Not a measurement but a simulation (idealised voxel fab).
Process module under the name voxel wiring stack
Cross-sectional view cut (width: 160 nm; square cell size: 5 nm).
Notation: cross-section as square-cell grid; stated in bands, top first, going down; one or more cell rows per band.
Band: top and bottom heights (nm) first, top before bottom; then materials from left to right, widths in nm. "throughout" marks a sole material filling the band edge to edge. "blank" denotes empty space.
Height reference: 0 = level under which incoming wafer is all one material. Lowest band: no bottom, runs on downward, e.g. "top 0, no bottom".
Width: "30->40" (first number = top row, second number = bottom row, same change from row to row of cells).
Step marked "no modification"? Then no cell in the cross-section changed in it.
Entry "Fully closed voids". Content: empty spaces with no open connection to the top, size 8 cells or greater. Each: width x height at distance. Distance: from left edge. Unit: nm.
Whatever follows a step's settings on its line is a remark the simulator itself makes about that step.
A step line may carry the setting "overlay nm", which, for steps involving a mask, states the distance by which the mask lay to the right of its intended position; negative values denote displacement to the left.

**The steps planned for the process are as follows**
1. RECEIVE [material Si]
2. CONFORMAL_DEP [material SiO2] [thk nm 10]
3. CONFORMAL_DEP [material SiN] [thk nm 5]
4. DIRECTIONAL_DEP [material SiO2] [thk nm 20]
5. DIRECTIONAL_DEP [material aC] [thk nm 15]
6. PATTERN [tone open] [mask id METAL_1] [material resist] [width nm 25] [pitch nm 45] [thk nm 30] [overlay nm 0]
7. DIRECTIONAL_ETCH [etch materials aC] [depth nm 15]
8. STRIP [etch materials resist]
9. DIRECTIONAL_ETCH [etch materials SiO2] [depth nm 20]
10. DIRECTIONAL_ETCH [etch materials SiN] [depth nm 5]
11. STRIP [etch materials aC]
12. CONFORMAL_DEP [material TiN] [thk nm 5]
13. FILL_DEP [material Ru] [thk nm 5]
14. CMP [height nm 35]
15. CONFORMAL_DEP [material SiCN] [thk nm 5]
16. DIRECTIONAL_DEP [material lowk] [thk nm 20]
17. DIRECTIONAL_DEP [material aC] [thk nm 10]
18. PATTERN [tone open] [mask id PLUG_1] [material resist] [width nm 15] [thk nm 30] [overlay nm 0]
19. DIRECTIONAL_ETCH [etch materials aC] [depth nm 10]
20. STRIP [etch materials resist]
21. DIRECTIONAL_ETCH [etch materials lowk] [depth nm 20]
22. DIRECTIONAL_ETCH [etch materials SiCN] [depth nm 5]
23. STRIP [etch materials aC]
24. EPI [material Ru] [thk nm 10]
25. EPI [material Ru] [thk nm 10]
26. EPI [material Ru] [thk nm 5]
27. DIRECTIONAL_DEP [material TiN] [thk nm 5]
28. DIRECTIONAL_DEP [material Ru] [thk nm 20]
29. MASKED_ETCH [tone cover] [mask id METAL_2] [width nm 25] [pitch nm 45] [etch materials Ru] [depth nm 20] [overlay nm -15]
30. MASKED_ETCH [tone cover] [mask id METAL_2] [width nm 25] [pitch nm 45] [etch materials TiN] [depth nm 5] [overlay nm 0]
31. FILL_DEP [material SiO2] [thk nm 10]
32. CMP [height nm 85]
33. CONFORMAL_DEP [material SiCN] [thk nm 5]
34. DIRECTIONAL_DEP [material lowk] [thk nm 35]
35. DIRECTIONAL_DEP [material aC] [thk nm 15]
36. PATTERN [tone open] [mask id METAL_3_HOLES] [material resist] [width nm 15] [thk nm 35] [overlay nm 0]
37. DIRECTIONAL_ETCH [etch materials aC] [depth nm 15]
38. STRIP [etch materials resist]
39. DIRECTIONAL_ETCH [etch materials lowk] [depth nm 35]
40. STRIP [etch materials aC]
41. PATTERN [tone open] [mask id METAL_3] [material resist] [width nm 25] [pitch nm 45] [thk nm 20] [overlay nm 0]
42. DIRECTIONAL_ETCH [etch materials lowk] [depth nm 20]
43. DIRECTIONAL_ETCH [etch materials SiCN] [depth nm 5]
44. STRIP [etch materials resist]
45. CONFORMAL_DEP [material TiN] [thk nm 5]
46. FILL_DEP [material Cu] [thk nm 10]
47. CMP [height nm 125]
48. CONFORMAL_DEP [material SiCN] [thk nm 5]
For clarity, it should be stated that the wafers under discussion commence in an identical condition and differ with respect to the overlay nm of step 29, the plan indicating the value that the first wafer had.

**Cut through the first of several wafers as received, post step 1**
  top 0, no bottom  Si throughout
  Fully closed voids: none

**Last step of the module is step 48; after it, the first of several wafers in cross-section**
  top 130, bottom 125  SiCN throughout
  top 125, bottom 110  45 of lowk, then 5 of TiN, then 15 of Cu, then 5 of TiN, then 20 of lowk, then 5 of TiN, then 15 of Cu, then 5 of TiN, then 45 of lowk
  top 110, bottom 105  45 of lowk, then 5 of TiN, then 5 of Cu, then 15 of TiN, then 20 of lowk, then 25 of TiN, then 45 of lowk
  top 105, bottom 90  45 of lowk, then 5 of TiN, then 5 of Cu, then 5 of TiN, then 100 of lowk
  top 90, bottom 85  45 of SiCN, then 15 of TiN, then 100 of SiCN
  top 85, bottom 65  30 of SiO2, then 25 of Ru, then 20 of SiO2, then 25 of Ru, then 60 of SiO2
  top 65, bottom 60  30 of SiO2, then 40 of TiN, then 5 of SiO2, then 40 of TiN, then 45 of SiO2
  top 60, bottom 40  45 of lowk, then 15 of Ru, then 100 of lowk
  top 40, bottom 35  45 of SiCN, then 15 of Ru, then 100 of SiCN
  top 35, bottom 15  45 of SiO2, then 5 of TiN, then 15 of Ru, then 5 of TiN, then 20 of SiO2, then 5 of TiN, then 15 of Ru, then 5 of TiN, then 45 of SiO2
  top 15, bottom 10  45 of SiN, then 25 of TiN, then 20 of SiN, then 25 of TiN, then 45 of SiN
  top 10, bottom 0  SiO2 throughout
  top 0, no bottom  Si throughout
  Fully closed voids: none

**Here's the last wafer cross-sectioned at the end of the module**
  top 130, bottom 125  SiCN throughout
  top 125, bottom 110  45 of lowk, then 5 of TiN, then 15 of Cu, then 5 of TiN, then 20 of lowk, then 5 of TiN, then 15 of Cu, then 5 of TiN, then 45 of lowk
  top 110, bottom 105  45 of lowk, then 5 of TiN, then 5 of Cu, then 15 of TiN, then 20 of lowk, then 25 of TiN, then 45 of lowk
  top 105, bottom 90  45 of lowk, then 5 of TiN, then 5 of Cu, then 5 of TiN, then 100 of lowk
  top 90, bottom 85  45 of SiCN, then 15 of TiN, then 100 of SiCN
  top 85, bottom 65  60 of SiO2, then 25 of Ru, then 20 of SiO2, then 25 of Ru, then 30 of SiO2
  top 65, bottom 60  45 of SiO2, then 40 of TiN, then 5 of SiO2, then 40 of TiN, then 30 of SiO2
  top 60, bottom 40  45 of lowk, then 15 of Ru, then 100 of lowk
  top 40, bottom 35  45 of SiCN, then 15 of Ru, then 100 of SiCN
  top 35, bottom 15  45 of SiO2, then 5 of TiN, then 15 of Ru, then 5 of TiN, then 20 of SiO2, then 5 of TiN, then 15 of Ru, then 5 of TiN, then 45 of SiO2
  top 15, bottom 10  45 of SiN, then 25 of TiN, then 20 of SiN, then 25 of TiN, then 45 of SiN
  top 10, bottom 0  SiO2 throughout
  top 0, no bottom  Si throughout
  Fully closed voids: none

**Rows = wafers. At module end, each row lists per material the cells gained (+) or lost (-) since the wafer was received, then the closed voids**
overlay nm -15, +22 Cu, +79 Ru, +90 SiCN, +22 SiN, +256 SiO2, +72 TiN, +291 lowk, Fully closed voids: none
overlay nm -10, +22 Cu, +79 Ru, +90 SiCN, +22 SiN, +258 SiO2, +70 TiN, +291 lowk, Fully closed voids: none
overlay nm -5, +22 Cu, +79 Ru, +90 SiCN, +22 SiN, +260 SiO2, +68 TiN, +291 lowk, Fully closed voids: none
overlay nm 0, +22 Cu, +79 Ru, +90 SiCN, +22 SiN, +262 SiO2, +66 TiN, +291 lowk, Fully closed voids: none
overlay nm 5, +22 Cu, +79 Ru, +90 SiCN, +22 SiN, +260 SiO2, +68 TiN, +291 lowk, Fully closed voids: none
overlay nm 10, +22 Cu, +79 Ru, +90 SiCN, +22 SiN, +258 SiO2, +70 TiN, +291 lowk, Fully closed voids: none
overlay nm 15, +22 Cu, +79 Ru, +90 SiCN, +22 SiN, +256 SiO2, +72 TiN, +291 lowk, Fully closed voids: none
